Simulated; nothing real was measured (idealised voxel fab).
Process module, titled voxel self aligned vias
Xsec cut, 185 nm wide, square cell size 5 nm.
How to read a cross-section here: the picture is a grid of square cells, written as bands going from the top down, and any band can span one or more rows of cells.
Top, bottom (nm), then materials left to right with widths (nm); lone material tagged "throughout" fills the whole band edge to edge; "blank" = empty space.
Heights are reckoned from 0. Under this level, the received wafer is all of one material. The bottommost band is open-ended downward, for example "top 0, no bottom".
The notation "30->40" denotes a width that varies across the rows of cells in the band, beginning at the first number in the top row, finishing at the second number in the bottom row, and changing by an identical amount from each row to the next.
No cell of the cross-section changed in a step that is given as "remained the same".
"Cavities, closed" - sealed voids, min. 8 cells, no opening to top; format: width x height at distance (distance from left edge; nm throughout).
Anything after a step's settings on that line? It's the simulator's own note about the step.
For masked steps, "overlay nm" on the step line gives how far right of plan the mask actually lay; a minus sign means it lay to the left.
THE PLANNED PROCESS STEPS ARE ENUMERATED HEREUNDER
- 1: RECEIVE | material Si
- 2: CONFORMAL_DEP | material SiO2 | thk nm 10
- 3: CONFORMAL_DEP | material SiCN | thk nm 5
- 4: DIRECTIONAL_DEP | material SiO2 | thk nm 25
- 5: MASKED_ETCH | tone open | mask id LINES | width nm 25 | pitch nm 70 | etch materials SiO2 | depth nm 25 | overlay nm 0
- 6: CONFORMAL_DEP | material TiN | thk nm 5
- 7: FILL_DEP | material Ru | thk nm 10
- 8: CMP | height nm 40
- 9: SELECTIVE_ETCH | etch materials W Ru TiN | depth nm 5
- 10: FILL_DEP | material SiN | thk nm 10
- 11: CMP | height nm 40
- 12: DIRECTIONAL_DEP | material SiO2 | thk nm 20
- 13: DIRECTIONAL_DEP | material aC | thk nm 10
- 14: PATTERN | tone open | mask id VIAS | material resist | width nm 45 | thk nm 30 | overlay nm 0
- 15: DIRECTIONAL_ETCH | etch materials aC | depth nm 10
- 16: STRIP | etch materials resist
- 17: DIRECTIONAL_ETCH | etch materials SiO2 | depth nm 20
- 18: DIRECTIONAL_ETCH | etch materials SiN | depth nm 5
- 19: STRIP | etch materials aC
- 20: CONFORMAL_DEP | material TiN | thk nm 5
- 21: FILL_DEP | material Ru | thk nm 10
- 22: CMP | height nm 60
- 23: CONFORMAL_DEP | material SiCN | thk nm 5
THE FOLLOWING PERTAINS TO THE FIRST OF TWO WAFERS, WHICH WAS PROCESSED AS PLANNED
CROSS-SECTION OF THE WAFER AS IT CAME TO US, I.E., ALREADY THROUGH STEP 1
  top 0, no bottom: Si throughout
  Cavities, closed: none
THE FOLLOWING CROSS-SECTION DEPICTS THE WAFER UPON COMPLETION OF STEP 2
  top 10, bottom 0: SiO2 throughout
  Below 0 it's all the same as before, nothing changed down there.
THE FOLLOWING CROSS-SECTION DEPICTS THE WAFER UPON COMPLETION OF STEP 3
  top 15, bottom 10: SiCN throughout
  Below 10 it's all the same as before, nothing changed down there.
THE FOLLOWING CROSS-SECTION DEPICTS THE WAFER UPON COMPLETION OF STEP 4
  top 40, bottom 15: SiO2 throughout
  Below 15 it's all the same as before, nothing changed down there.
THE FOLLOWING CROSS-SECTION DEPICTS THE WAFER UPON COMPLETION OF STEP 5
  top 40, bottom 15: SiO2 (45) / blank (25) / SiO2 (45) / blank (25) / SiO2 (45)
  Below 15 it's all the same as before, nothing changed down there.
THE FOLLOWING CROSS-SECTION DEPICTS THE WAFER UPON COMPLETION OF STEP 6
  top 45, bottom 40: TiN (50) / blank (15) / TiN (55) / blank (15) / TiN (50)
  top 40, bottom 20: SiO2 (45) / TiN (5) / blank (15) / TiN (5) / SiO2 (45) / TiN (5) / blank (15) / TiN (5) / SiO2 (45)
  top 20, bottom 15: SiO2 (45) / TiN (25) / SiO2 (45) / TiN (25) / SiO2 (45)
  Below 15 it's all the same as before, nothing changed down there.
THE FOLLOWING CROSS-SECTION DEPICTS THE WAFER UPON COMPLETION OF STEP 7
  top 55, bottom 45: Ru throughout
  top 45, bottom 40: TiN (50) / Ru (15) / TiN (55) / Ru (15) / TiN (50)
  top 40, bottom 20: SiO2 (45) / TiN (5) / Ru (15) / TiN (5) / SiO2 (45) / TiN (5) / Ru (15) / TiN (5) / SiO2 (45)
  Below 20 it's all the same as before, nothing changed down there.
THE FOLLOWING CROSS-SECTION DEPICTS THE WAFER UPON COMPLETION OF STEP 8
  top 40, bottom 20: SiO2 (45) / TiN (5) / Ru (15) / TiN (5) / SiO2 (45) / TiN (5) / Ru (15) / TiN (5) / SiO2 (45)
  Below 20 it's all the same as before, nothing changed down there.
THE FOLLOWING CROSS-SECTION DEPICTS THE WAFER UPON COMPLETION OF STEP 9
  top 40, bottom 35: SiO2 (45) / blank (25) / SiO2 (45) / blank (25) / SiO2 (45)
  Below 35 it's all the same as before, nothing changed down there.
THE FOLLOWING CROSS-SECTION DEPICTS THE WAFER UPON COMPLETION OF STEP 10
  top 50, bottom 40: SiN throughout
  top 40, bottom 35: SiO2 (45) / SiN (25) / SiO2 (45) / SiN (25) / SiO2 (45)
  Below 35 it's all the same as before, nothing changed down there.
THE FOLLOWING CROSS-SECTION DEPICTS THE WAFER UPON COMPLETION OF STEP 11
  top 40, bottom 35: SiO2 (45) / SiN (25) / SiO2 (45) / SiN (25) / SiO2 (45)
  Below 35 it's all the same as before, nothing changed down there.
THE FOLLOWING CROSS-SECTION DEPICTS THE WAFER UPON COMPLETION OF STEP 12
  top 60, bottom 40: SiO2 throughout
  Below 40 it's all the same as before, nothing changed down there.
THE FOLLOWING CROSS-SECTION DEPICTS THE WAFER UPON COMPLETION OF STEP 13
  top 70, bottom 60: aC throughout
  Below 60 it's all the same as before, nothing changed down there.
THE FOLLOWING CROSS-SECTION DEPICTS THE WAFER UPON COMPLETION OF STEP 14
  top 100, bottom 70: resist (35) / blank (45) / resist (105)
  Below 70 it's all the same as before, nothing changed down there.
THE FOLLOWING CROSS-SECTION DEPICTS THE WAFER UPON COMPLETION OF STEP 15
  top 90, bottom 70: resist (35) / blank (45) / resist (105)
  top 70, bottom 60: aC (35) / blank (45) / aC (105)
  Below 60 it's all the same as before, nothing changed down there.
THE FOLLOWING CROSS-SECTION DEPICTS THE WAFER UPON COMPLETION OF STEP 16
  top 70, bottom 60: aC (35) / blank (45) / aC (105)
  Below 60 it's all the same as before, nothing changed down there.
THE FOLLOWING CROSS-SECTION DEPICTS THE WAFER UPON COMPLETION OF STEP 17
  top 70, bottom 60: aC (35) / blank (45) / aC (105)
  top 60, bottom 40: SiO2 (35) / blank (45) / SiO2 (105)
  Below 40 it's all the same as before, nothing changed down there.
THE FOLLOWING CROSS-SECTION DEPICTS THE WAFER UPON COMPLETION OF STEP 18
  top 70, bottom 60: aC (35) / blank (45) / aC (105)
  top 60, bottom 40: SiO2 (35) / blank (45) / SiO2 (105)
  top 40, bottom 35: SiO2 (45) / blank (25) / SiO2 (45) / SiN (25) / SiO2 (45)
  Below 35 it's all the same as before, nothing changed down there.
THE FOLLOWING CROSS-SECTION DEPICTS THE WAFER UPON COMPLETION OF STEP 19
  top 60, bottom 40: SiO2 (35) / blank (45) / SiO2 (105)
  Below 40 it's all the same as before, nothing changed down there.
THE FOLLOWING CROSS-SECTION DEPICTS THE WAFER UPON COMPLETION OF STEP 20
  top 65, bottom 60: TiN (40) / blank (35) / TiN (110)
  top 60, bottom 45: SiO2 (35) / TiN (5) / blank (35) / TiN (5) / SiO2 (105)
  top 45, bottom 40: SiO2 (35) / TiN (15) / blank (15) / TiN (15) / SiO2 (105)
  top 40, bottom 35: SiO2 (45) / TiN (25) / SiO2 (45) / SiN (25) / SiO2 (45)
  Below 35 it's all the same as before, nothing changed down there.
THE FOLLOWING CROSS-SECTION DEPICTS THE WAFER UPON COMPLETION OF STEP 21
  top 75, bottom 65: Ru throughout
  top 65, bottom 60: TiN (40) / Ru (35) / TiN (110)
  top 60, bottom 45: SiO2 (35) / TiN (5) / Ru (35) / TiN (5) / SiO2 (105)
  top 45, bottom 40: SiO2 (35) / TiN (15) / Ru (15) / TiN (15) / SiO2 (105)
  Below 40 it's all the same as before, nothing changed down there.
THE FOLLOWING CROSS-SECTION DEPICTS THE WAFER UPON COMPLETION OF STEP 22
  top 60, bottom 45: SiO2 (35) / TiN (5) / Ru (35) / TiN (5) / SiO2 (105)
  Below 45 it's all the same as before, nothing changed down there.
THE FOLLOWING CROSS-SECTION DEPICTS THE WAFER UPON COMPLETION OF STEP 23
  top 65, bottom 60: SiCN throughout
  Below 60 it's all the same as before, nothing changed down there.
OKAY, SECOND WAFER. NOTHING DIFFERENT AT THE START, NOTHING DIFFERENT IN THE PLAN, JUST ONE MISTAKE SOMEWHERE IN THE RUNNING. AS FAR AS STEP 1, COUNTING THAT STEP, IT'S THE FIRST WAFER ALL OVER AGAIN
CROSS-SECTION OF THE SECOND WAFER CORRESPONDING TO THE PLANNED CONCLUSION OF STEP 2
  top 5, bottom 0: SiCN throughout
  Below 0 it's all the same as before, nothing changed down there.
CROSS-SECTION OF THE SECOND WAFER CORRESPONDING TO THE PLANNED CONCLUSION OF STEP 3
  top 15, bottom 5: SiO2 throughout
  Below 5 it's all the same as before, nothing changed down there.
CROSS-SECTION OF THE SECOND WAFER CORRESPONDING TO THE PLANNED CONCLUSION OF STEP 4
  top 40, bottom 5: SiO2 throughout
  Below 5 it's all the same as before, nothing changed down there.
CROSS-SECTION OF THE SECOND WAFER CORRESPONDING TO THE PLANNED CONCLUSION OF STEP 5
  top 40, bottom 15: SiO2 (45) / blank (25) / SiO2 (45) / blank (25) / SiO2 (45)
  Below 15 it's all the same as before, nothing changed down there.
CROSS-SECTION OF THE SECOND WAFER CORRESPONDING TO THE PLANNED CONCLUSION OF STEP 6
  top 45, bottom 40: TiN (50) / blank (15) / TiN (55) / blank (15) / TiN (50)
  top 40, bottom 20: SiO2 (45) / TiN (5) / blank (15) / TiN (5) / SiO2 (45) / TiN (5) / blank (15) / TiN (5) / SiO2 (45)
  top 20, bottom 15: SiO2 (45) / TiN (25) / SiO2 (45) / TiN (25) / SiO2 (45)
  Below 15 it's all the same as before, nothing changed down there.
CROSS-SECTION OF THE SECOND WAFER CORRESPONDING TO THE PLANNED CONCLUSION OF STEP 7
  top 55, bottom 45: Ru throughout
  top 45, bottom 40: TiN (50) / Ru (15) / TiN (55) / Ru (15) / TiN (50)
  top 40, bottom 20: SiO2 (45) / TiN (5) / Ru (15) / TiN (5) / SiO2 (45) / TiN (5) / Ru (15) / TiN (5) / SiO2 (45)
  Below 20 it's all the same as before, nothing changed down there.
CROSS-SECTION OF THE SECOND WAFER CORRESPONDING TO THE PLANNED CONCLUSION OF STEP 8
  top 40, bottom 20: SiO2 (45) / TiN (5) / Ru (15) / TiN (5) / SiO2 (45) / TiN (5) / Ru (15) / TiN (5) / SiO2 (45)
  Below 20 it's all the same as before, nothing changed down there.
CROSS-SECTION OF THE SECOND WAFER CORRESPONDING TO THE PLANNED CONCLUSION OF STEP 9
  top 40, bottom 35: SiO2 (45) / blank (25) / SiO2 (45) / blank (25) / SiO2 (45)
  Below 35 it's all the same as before, nothing changed down there.
CROSS-SECTION OF THE SECOND WAFER CORRESPONDING TO THE PLANNED CONCLUSION OF STEP 10
  top 50, bottom 40: SiN throughout
  top 40, bottom 35: SiO2 (45) / SiN (25) / SiO2 (45) / SiN (25) / SiO2 (45)
  Below 35 it's all the same as before, nothing changed down there.
CROSS-SECTION OF THE SECOND WAFER CORRESPONDING TO THE PLANNED CONCLUSION OF STEP 11
  top 40, bottom 35: SiO2 (45) / SiN (25) / SiO2 (45) / SiN (25) / SiO2 (45)
  Below 35 it's all the same as before, nothing changed down there.
CROSS-SECTION OF THE SECOND WAFER CORRESPONDING TO THE PLANNED CONCLUSION OF STEP 12
  top 60, bottom 40: SiO2 throughout
  Below 40 it's all the same as before, nothing changed down there.
CROSS-SECTION OF THE SECOND WAFER CORRESPONDING TO THE PLANNED CONCLUSION OF STEP 13
  top 70, bottom 60: aC throughout
  Below 60 it's all the same as before, nothing changed down there.
CROSS-SECTION OF THE SECOND WAFER CORRESPONDING TO THE PLANNED CONCLUSION OF STEP 14
  top 100, bottom 70: resist (35) / blank (45) / resist (105)
  Below 70 it's all the same as before, nothing changed down there.
CROSS-SECTION OF THE SECOND WAFER CORRESPONDING TO THE PLANNED CONCLUSION OF STEP 15
  top 90, bottom 70: resist (35) / blank (45) / resist (105)
  top 70, bottom 60: aC (35) / blank (45) / aC (105)
  Below 60 it's all the same as before, nothing changed down there.
CROSS-SECTION OF THE SECOND WAFER CORRESPONDING TO THE PLANNED CONCLUSION OF STEP 16
  top 70, bottom 60: aC (35) / blank (45) / aC (105)
  Below 60 it's all the same as before, nothing changed down there.
CROSS-SECTION OF THE SECOND WAFER CORRESPONDING TO THE PLANNED CONCLUSION OF STEP 17
  top 70, bottom 60: aC (35) / blank (45) / aC (105)
  top 60, bottom 40: SiO2 (35) / blank (45) / SiO2 (105)
  Below 40 it's all the same as before, nothing changed down there.
CROSS-SECTION OF THE SECOND WAFER CORRESPONDING TO THE PLANNED CONCLUSION OF STEP 18
  top 70, bottom 60: aC (35) / blank (45) / aC (105)
  top 60, bottom 40: SiO2 (35) / blank (45) / SiO2 (105)
  top 40, bottom 35: SiO2 (45) / blank (25) / SiO2 (45) / SiN (25) / SiO2 (45)
  Below 35 it's all the same as before, nothing changed down there.
CROSS-SECTION OF THE SECOND WAFER CORRESPONDING TO THE PLANNED CONCLUSION OF STEP 19
  top 60, bottom 40: SiO2 (35) / blank (45) / SiO2 (105)
  Below 40 it's all the same as before, nothing changed down there.
CROSS-SECTION OF THE SECOND WAFER CORRESPONDING TO THE PLANNED CONCLUSION OF STEP 20
  top 65, bottom 60: TiN (40) / blank (35) / TiN (110)
  top 60, bottom 45: SiO2 (35) / TiN (5) / blank (35) / TiN (5) / SiO2 (105)
  top 45, bottom 40: SiO2 (35) / TiN (15) / blank (15) / TiN (15) / SiO2 (105)
  top 40, bottom 35: SiO2 (45) / TiN (25) / SiO2 (45) / SiN (25) / SiO2 (45)
  Below 35 it's all the same as before, nothing changed down there.
CROSS-SECTION OF THE SECOND WAFER CORRESPONDING TO THE PLANNED CONCLUSION OF STEP 21
  top 75, bottom 65: Ru throughout
  top 65, bottom 60: TiN (40) / Ru (35) / TiN (110)
  top 60, bottom 45: SiO2 (35) / TiN (5) / Ru (35) / TiN (5) / SiO2 (105)
  top 45, bottom 40: SiO2 (35) / TiN (15) / Ru (15) / TiN (15) / SiO2 (105)
  Below 40 it's all the same as before, nothing changed down there.
CROSS-SECTION OF THE SECOND WAFER CORRESPONDING TO THE PLANNED CONCLUSION OF STEP 22
  top 60, bottom 45: SiO2 (35) / TiN (5) / Ru (35) / TiN (5) / SiO2 (105)
  Below 45 it's all the same as before, nothing changed down there.
CROSS-SECTION OF THE SECOND WAFER CORRESPONDING TO THE PLANNED CONCLUSION OF STEP 23
  top 65, bottom 60: SiCN throughout
  Below 60 it's all the same as before, nothing changed down there.
what went wrong: steps 2 and 3 traded places in the executed sequence
Heads up: at the end the two wafers have identical cell counts per material, they're just laid out differently.
